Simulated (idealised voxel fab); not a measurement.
A process module follows: voxel self aligned vias.
Pictured: cross-section cut, 240 nm wide, on a grid of 5 nm square cells.
When this document writes out a cross-section, it uses a grid of square cells and lists it as bands, beginning at the top and moving down, with a band standing for one or more rows of cells. It is stipulated that each band's entry specify, in nanometres, the height of the top of the band and then that of its bottom, followed by the materials of the band in left-to-right sequence, each together with its width in nanometres. A single material marked by the word "edge to edge" is understood to fill the band from edge to edge; the word "blank" is understood to denote empty space. Convention: height 0 is the level below which the wafer, as received, is all one material. The lowest band does not terminate at the bottom but continues downward, represented as "0..down". A width given as "30->40" starts at the first number in the band's top row and ends at the second number in its bottom row, shifting by an equal amount at every step from row to row. Any step labelled "stayed the same" changed none of the cells in the cross-section. In the "Voids, enclosed" entry, you get each enclosed empty space of 8 cells or more, one with no open way to the top, written width x height at distance, distance from the left edge, in nm. On a step's line, text after the settings is the simulator commenting on that step. overlay nm: where the mask lay relative to plan, measured to the right, on steps with a mask; negatives go left.

The planned process steps are enumerated hereunder
| 1 | RECEIVE (material Si) |
| 2 | CONFORMAL_DEP (material SiO2; thk nm 10) |
| 3 | CONFORMAL_DEP (material SiCN; thk nm 5) |
| 4 | DIRECTIONAL_DEP (material SiO2; thk nm 20) |
| 5 | PATTERN (tone open; mask id LINES; material resist; width nm 25; pitch nm 60; thk nm 20; overlay nm 0) |
| 6 | DIRECTIONAL_ETCH (etch materials SiO2; depth nm 20) |
| 7 | STRIP (etch materials resist) |
| 8 | CONFORMAL_DEP (material TiN; thk nm 5) |
| 9 | FILL_DEP (material W; thk nm 10) |
| 10 | CMP (height nm 35) |
| 11 | SELECTIVE_ETCH (etch materials W Ru TiN; depth nm 10) |
| 12 | FILL_DEP (material SiN; thk nm 10) |
| 13 | CMP (height nm 35) |
| 14 | DIRECTIONAL_DEP (material SiO2; thk nm 20) |
| 15 | DIRECTIONAL_DEP (material aC; thk nm 15) |
| 16 | PATTERN (tone open; mask id VIAS; material resist; width nm 35; thk nm 35; overlay nm 0) |
| 17 | DIRECTIONAL_ETCH (etch materials aC; depth nm 15) |
| 18 | STRIP (etch materials resist) |
| 19 | DIRECTIONAL_ETCH (etch materials SiO2; depth nm 20) |
| 20 | DIRECTIONAL_ETCH (etch materials SiN; depth nm 10) |
| 21 | STRIP (etch materials aC) |
| 22 | CONFORMAL_DEP (material TiN; thk nm 5) |
| 23 | FILL_DEP (material Ru; thk nm 10) |
| 24 | CMP (height nm 55) |
| 25 | CONFORMAL_DEP (material SiN; thk nm 5) |

Cross-section: wafer on arrival = after step 1
    0..down: Si edge to edge
    Voids, enclosed: none

Cross-section taken at module completion on the first of two wafers; processed per the plan
    60..55: SiN edge to edge
    55..40: SiO2 70  TiN 5  Ru 25  TiN 5  SiO2 135
    40..35: SiO2 70  TiN 10  Ru 15  TiN 10  SiO2 135
    35..30: SiO2 75  TiN 5  Ru 15  TiN 5  SiO2 35  SiN 25  SiO2 80
    30..25: SiO2 75  TiN 25  SiO2 35  SiN 25  SiO2 80
    25..20: SiO2 75  TiN 5  W 15  TiN 5  SiO2 35  TiN 5  W 15  TiN 5  SiO2 80
    20..15: SiO2 75  TiN 25  SiO2 35  TiN 25  SiO2 80
    15..10: SiCN edge to edge
    10..0: SiO2 edge to edge
    0..down: Si edge to edge
    Voids, enclosed: none

Cross-section of the latter of the two wafers at module completion. It had an identical start and an identical plan to the former; in running it, one mistake was made
    60..55: SiN edge to edge
    55..40: Ru 65  TiN 5  SiO2 35  TiN 5  Ru 130
    40..35: TiN 70  SiO2 35  TiN 35  Ru 15  TiN 85
    35..30: SiO2 75  SiN 25  SiO2 35  TiN 5  Ru 15  TiN 5  SiO2 80
    30..25: SiO2 75  SiN 25  SiO2 35  TiN 25  SiO2 80
    25..20: SiO2 75  TiN 5  W 15  TiN 5  SiO2 35  TiN 5  W 15  TiN 5  SiO2 80
    20..15: SiO2 75  TiN 25  SiO2 35  TiN 25  SiO2 80
    15..10: SiCN edge to edge
    10..0: SiO2 edge to edge
    0..down: Si edge to edge
    Voids, enclosed: none
Short version of what went wrong: not per plan at step 16, really ran PATTERN (tone cover; mask id VIAS; material resist; width nm 35; thk nm 35; overlay nm 0)
Upon completion, the second wafer contains, in terms of cells, a greater or smaller amount of certain materials than the first wafer: 102 more of Ru, 136 fewer of SiO2, 34 more of TiN
